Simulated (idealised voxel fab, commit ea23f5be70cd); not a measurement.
Proc. module: voxel self aligned vias
FYI the section here is cut, 215 nm wide, cells are 5 nm squares.
Bands, listed from the top down, are how a cross-section gets written in this document; the cross-section itself is a grid of square cells, and a band is one or more rows of them.
Heights first: top, then bottom, in nm. Then materials, left to right, each with a width in nm. "throughout" on a single material: fills the band edge to edge. "air": empty space.
Heights are expressed relative to 0, this being the level below which the as-received wafer comprises one material exclusively. The lowest band is unbounded in the downward direction and is denoted as in "z 0 and below".
It should be noted that a width expressed as "30..40" varies in equal increments from row to row of cells within the band, taking the value of the first number at the top row and that of the second number at the bottom row.
A step reported as "identical to before" is a step in which no cell of the cross-section changed.
The entry titled "Unvented cavities" provides the empty spaces that have no open way to the top, restricted to those of 8 cells or more. Each is presented as width x height at distance, the distance being measured from the left edge, with all three in nm.
What comes after the settings on a step's line is commentary from the simulator itself on that step.
A step line may carry the setting "overlay nm", which, for steps involving a mask, states the distance by which the mask lay to the right of its intended position; negative values denote displacement to the left.
### Set out below are the planned steps of the process
step 1: RECEIVE with material Si
step 2: CONFORMAL_DEP with material SiO2, thk nm 15
step 3: CONFORMAL_DEP with material SiCN, thk nm 5
step 4: DIRECTIONAL_DEP with material SiO2, thk nm 30
step 5: DIRECTIONAL_DEP with material aC, thk nm 15
step 6: PATTERN with tone open, mask id LINES, material resist, width nm 25, pitch nm 65, thk nm 30, overlay nm 0
step 7: DIRECTIONAL_ETCH with etch materials aC, depth nm 15
step 8: STRIP with etch materials resist
step 9: DIRECTIONAL_ETCH with etch materials SiO2, depth nm 30
step 10: STRIP with etch materials aC
step 11: CONFORMAL_DEP with material TiN, thk nm 5
step 12: FILL_DEP with material Ru, thk nm 5
step 13: CMP with height nm 50
step 14: SELECTIVE_ETCH with etch materials W Ru TiN, depth nm 5
step 15: FILL_DEP with material SiN, thk nm 10
step 16: CMP with height nm 50
step 17: DIRECTIONAL_DEP with material SiO2, thk nm 20
step 18: PATTERN with tone open, mask id VIAS, material resist, width nm 35, pitch nm 65, thk nm 15, overlay nm 0
step 19: DIRECTIONAL_ETCH with etch materials SiO2, depth nm 20
step 20: DIRECTIONAL_ETCH with etch materials SiN, depth nm 5
step 21: STRIP with etch materials resist
step 22: CONFORMAL_DEP with material TiN, thk nm 5
step 23: FILL_DEP with material W, thk nm 10
step 24: CMP with height nm 70
step 25: CONFORMAL_DEP with material SiCN, thk nm 5
### First of the two wafers, run per plan
### As received (post step 1): cross-section
    z 0 and below | Si throughout
    Unvented cavities: none
### Sectional view: wafer, after step 2
    z 15 to 0 | SiO2 throughout
    Everything below 0 is unchanged.
### Sectional view: wafer, after step 3
    z 20 to 15 | SiCN throughout
    Everything below 15 is unchanged.
### Sectional view: wafer, after step 4
    z 50 to 20 | SiO2 throughout
    Everything below 20 is unchanged.
### Sectional view: wafer, after step 5
    z 65 to 50 | aC throughout
    Everything below 50 is unchanged.
### Sectional view: wafer, after step 6
    z 95 to 65 | resist 30  air 25  resist 40  air 25  resist 40  air 25  resist 30
    Everything below 65 is unchanged.
### Sectional view: wafer, after step 7
    z 80 to 65 | resist 30  air 25  resist 40  air 25  resist 40  air 25  resist 30
    z 65 to 50 | aC 30  air 25  aC 40  air 25  aC 40  air 25  aC 30
    Everything below 50 is unchanged.
### Sectional view: wafer, after step 8
    z 65 to 50 | aC 30  air 25  aC 40  air 25  aC 40  air 25  aC 30
    Everything below 50 is unchanged.
### Sectional view: wafer, after step 9
    z 65 to 50 | aC 30  air 25  aC 40  air 25  aC 40  air 25  aC 30
    z 50 to 20 | SiO2 30  air 25  SiO2 40  air 25  SiO2 40  air 25  SiO2 30
    Everything below 20 is unchanged.
### Sectional view: wafer, after step 10
    z 50 to 20 | SiO2 30  air 25  SiO2 40  air 25  SiO2 40  air 25  SiO2 30
    Everything below 20 is unchanged.
### Sectional view: wafer, after step 11
    z 55 to 50 | TiN 35  air 15  TiN 50  air 15  TiN 50  air 15  TiN 35
    z 50 to 25 | SiO2 30  TiN 5  air 15  TiN 5  SiO2 40  TiN 5  air 15  TiN 5  SiO2 40  TiN 5  air 15  TiN 5  SiO2 30
    z 25 to 20 | SiO2 30  TiN 25  SiO2 40  TiN 25  SiO2 40  TiN 25  SiO2 30
    Everything below 20 is unchanged.
### Sectional view: wafer, after step 12
    z 60 to 55 | Ru throughout
    z 55 to 50 | TiN 35  Ru 15  TiN 50  Ru 15  TiN 50  Ru 15  TiN 35
    z 50 to 25 | SiO2 30  TiN 5  Ru 15  TiN 5  SiO2 40  TiN 5  Ru 15  TiN 5  SiO2 40  TiN 5  Ru 15  TiN 5  SiO2 30
    Everything below 25 is unchanged.
### Sectional view: wafer, after step 13
    z 50 to 25 | SiO2 30  TiN 5  Ru 15  TiN 5  SiO2 40  TiN 5  Ru 15  TiN 5  SiO2 40  TiN 5  Ru 15  TiN 5  SiO2 30
    Everything below 25 is unchanged.
### Sectional view: wafer, after step 14
    z 50 to 45 | SiO2 30  air 25  SiO2 40  air 25  SiO2 40  air 25  SiO2 30
    Everything below 45 is unchanged.
### Sectional view: wafer, after step 15
    z 60 to 50 | SiN throughout
    z 50 to 45 | SiO2 30  SiN 25  SiO2 40  SiN 25  SiO2 40  SiN 25  SiO2 30
    Everything below 45 is unchanged.
### Sectional view: wafer, after step 16
    z 50 to 45 | SiO2 30  SiN 25  SiO2 40  SiN 25  SiO2 40  SiN 25  SiO2 30
    Everything below 45 is unchanged.
### Sectional view: wafer, after step 17
    z 70 to 50 | SiO2 throughout
    Everything below 50 is unchanged.
### Sectional view: wafer, after step 18
    z 85 to 70 | resist 25  air 35  resist 30  air 35  resist 30  air 35  resist 25
    Everything below 70 is unchanged.
### Sectional view: wafer, after step 19
    z 85 to 70 | resist 25  air 35  resist 30  air 35  resist 30  air 35  resist 25
    z 70 to 50 | SiO2 25  air 35  SiO2 30  air 35  SiO2 30  air 35  SiO2 25
    Everything below 50 is unchanged.
### Sectional view: wafer, after step 20
    z 85 to 70 | resist 25  air 35  resist 30  air 35  resist 30  air 35  resist 25
    z 70 to 50 | SiO2 25  air 35  SiO2 30  air 35  SiO2 30  air 35  SiO2 25
    z 50 to 45 | SiO2 30  air 25  SiO2 40  air 25  SiO2 40  air 25  SiO2 30
    Everything below 45 is unchanged.
### Sectional view: wafer, after step 21
    z 70 to 50 | SiO2 25  air 35  SiO2 30  air 35  SiO2 30  air 35  SiO2 25
    Everything below 50 is unchanged.
### Sectional view: wafer, after step 22
    z 75 to 70 | TiN 30  air 25  TiN 40  air 25  TiN 40  air 25  TiN 30
    z 70 to 55 | SiO2 25  TiN 5  air 25  TiN 5  SiO2 30  TiN 5  air 25  TiN 5  SiO2 30  TiN 5  air 25  TiN 5  SiO2 25
    z 55 to 50 | SiO2 25  TiN 10  air 15  TiN 10  SiO2 30  TiN 10  air 15  TiN 10  SiO2 30  TiN 10  air 15  TiN 10  SiO2 25
    z 50 to 45 | SiO2 30  TiN 25  SiO2 40  TiN 25  SiO2 40  TiN 25  SiO2 30
    Everything below 45 is unchanged.
### Sectional view: wafer, after step 23
    z 85 to 75 | W throughout
    z 75 to 70 | TiN 30  W 25  TiN 40  W 25  TiN 40  W 25  TiN 30
    z 70 to 55 | SiO2 25  TiN 5  W 25  TiN 5  SiO2 30  TiN 5  W 25  TiN 5  SiO2 30  TiN 5  W 25  TiN 5  SiO2 25
    z 55 to 50 | SiO2 25  TiN 10  W 15  TiN 10  SiO2 30  TiN 10  W 15  TiN 10  SiO2 30  TiN 10  W 15  TiN 10  SiO2 25
    Everything below 50 is unchanged.
### Sectional view: wafer, after step 24
    z 70 to 55 | SiO2 25  TiN 5  W 25  TiN 5  SiO2 30  TiN 5  W 25  TiN 5  SiO2 30  TiN 5  W 25  TiN 5  SiO2 25
    Everything below 55 is unchanged.
### Sectional view: wafer, after step 25
    z 75 to 70 | SiCN throughout
    Everything below 70 is unchanged.
### Notes, second wafer: start = first wafer's, plan = first wafer's, execution had one mistake; history identical to first through step 2
### when step 3 should have ended
    z 30 to 15 | SiCN throughout
    Everything below 15 is unchanged.
### when step 4 should have ended
    z 60 to 30 | SiO2 throughout
    Everything below 30 is unchanged.
### when step 5 should have ended
    z 75 to 60 | aC throughout
    Everything below 60 is unchanged.
### when step 6 should have ended
    z 105 to 75 | resist 30  air 25  resist 40  air 25  resist 40  air 25  resist 30
    Everything below 75 is unchanged.
### when step 7 should have ended
    z 90 to 75 | resist 30  air 25  resist 40  air 25  resist 40  air 25  resist 30
    z 75 to 60 | aC 30  air 25  aC 40  air 25  aC 40  air 25  aC 30
    Everything below 60 is unchanged.
### when step 8 should have ended
    z 75 to 60 | aC 30  air 25  aC 40  air 25  aC 40  air 25  aC 30
    Everything below 60 is unchanged.
### when step 9 should have ended
    z 75 to 60 | aC 30  air 25  aC 40  air 25  aC 40  air 25  aC 30
    z 60 to 30 | SiO2 30  air 25  SiO2 40  air 25  SiO2 40  air 25  SiO2 30
    Everything below 30 is unchanged.
### when step 10 should have ended
    z 60 to 30 | SiO2 30  air 25  SiO2 40  air 25  SiO2 40  air 25  SiO2 30
    Everything below 30 is unchanged.
### when step 11 should have ended
    z 65 to 60 | TiN 35  air 15  TiN 50  air 15  TiN 50  air 15  TiN 35
    z 60 to 35 | SiO2 30  TiN 5  air 15  TiN 5  SiO2 40  TiN 5  air 15  TiN 5  SiO2 40  TiN 5  air 15  TiN 5  SiO2 30
    z 35 to 30 | SiO2 30  TiN 25  SiO2 40  TiN 25  SiO2 40  TiN 25  SiO2 30
    Everything below 30 is unchanged.
### when step 12 should have ended
    z 70 to 65 | Ru throughout
    z 65 to 60 | TiN 35  Ru 15  TiN 50  Ru 15  TiN 50  Ru 15  TiN 35
    z 60 to 35 | SiO2 30  TiN 5  Ru 15  TiN 5  SiO2 40  TiN 5  Ru 15  TiN 5  SiO2 40  TiN 5  Ru 15  TiN 5  SiO2 30
    Everything below 35 is unchanged.
### when step 13 should have ended
    z 50 to 35 | SiO2 30  TiN 5  Ru 15  TiN 5  SiO2 40  TiN 5  Ru 15  TiN 5  SiO2 40  TiN 5  Ru 15  TiN 5  SiO2 30
    Everything below 35 is unchanged.
### when step 14 should have ended
    z 50 to 45 | SiO2 30  air 25  SiO2 40  air 25  SiO2 40  air 25  SiO2 30
    Everything below 45 is unchanged.
### when step 15 should have ended
    z 60 to 50 | SiN throughout
    z 50 to 45 | SiO2 30  SiN 25  SiO2 40  SiN 25  SiO2 40  SiN 25  SiO2 30
    Everything below 45 is unchanged.
### when step 16 should have ended
    z 50 to 45 | SiO2 30  SiN 25  SiO2 40  SiN 25  SiO2 40  SiN 25  SiO2 30
    Everything below 45 is unchanged.
### when step 17 should have ended
    z 70 to 50 | SiO2 throughout
    Everything below 50 is unchanged.
### when step 18 should have ended
    z 85 to 70 | resist 25  air 35  resist 30  air 35  resist 30  air 35  resist 25
    Everything below 70 is unchanged.
### when step 19 should have ended
    z 85 to 70 | resist 25  air 35  resist 30  air 35  resist 30  air 35  resist 25
    z 70 to 50 | SiO2 25  air 35  SiO2 30  air 35  SiO2 30  air 35  SiO2 25
    Everything below 50 is unchanged.
### when step 20 should have ended
    z 85 to 70 | resist 25  air 35  resist 30  air 35  resist 30  air 35  resist 25
    z 70 to 50 | SiO2 25  air 35  SiO2 30  air 35  SiO2 30  air 35  SiO2 25
    z 50 to 45 | SiO2 30  air 25  SiO2 40  air 25  SiO2 40  air 25  SiO2 30
    Everything below 45 is unchanged.
### when step 21 should have ended
    z 70 to 50 | SiO2 25  air 35  SiO2 30  air 35  SiO2 30  air 35  SiO2 25
    Everything below 50 is unchanged.
### when step 22 should have ended
    z 75 to 70 | TiN 30  air 25  TiN 40  air 25  TiN 40  air 25  TiN 30
    z 70 to 55 | SiO2 25  TiN 5  air 25  TiN 5  SiO2 30  TiN 5  air 25  TiN 5  SiO2 30  TiN 5  air 25  TiN 5  SiO2 25
    z 55 to 50 | SiO2 25  TiN 10  air 15  TiN 10  SiO2 30  TiN 10  air 15  TiN 10  SiO2 30  TiN 10  air 15  TiN 10  SiO2 25
    z 50 to 45 | SiO2 30  TiN 25  SiO2 40  TiN 25  SiO2 40  TiN 25  SiO2 30
    Everything below 45 is unchanged.
### when step 23 should have ended
    z 85 to 75 | W throughout
    z 75 to 70 | TiN 30  W 25  TiN 40  W 25  TiN 40  W 25  TiN 30
    z 70 to 55 | SiO2 25  TiN 5  W 25  TiN 5  SiO2 30  TiN 5  W 25  TiN 5  SiO2 30  TiN 5  W 25  TiN 5  SiO2 25
    z 55 to 50 | SiO2 25  TiN 10  W 15  TiN 10  SiO2 30  TiN 10  W 15  TiN 10  SiO2 30  TiN 10  W 15  TiN 10  SiO2 25
    Everything below 50 is unchanged.
### when step 24 should have ended
    z 70 to 55 | SiO2 25  TiN 5  W 25  TiN 5  SiO2 30  TiN 5  W 25  TiN 5  SiO2 30  TiN 5  W 25  TiN 5  SiO2 25
    Everything below 55 is unchanged.
### when step 25 should have ended
    z 75 to 70 | SiCN throughout
    Everything below 70 is unchanged.
Heads up, the wafer didn't run the way we planned it: heads up, step 3 didn't go per plan, it actually ran as CONFORMAL_DEP with material SiCN, thk nm 15
The second wafer ends with more or fewer cells of some materials than the first, per final count: 18 fewer of Ru | 86 more of SiCN | 56 fewer of SiO2 | 12 fewer of TiN
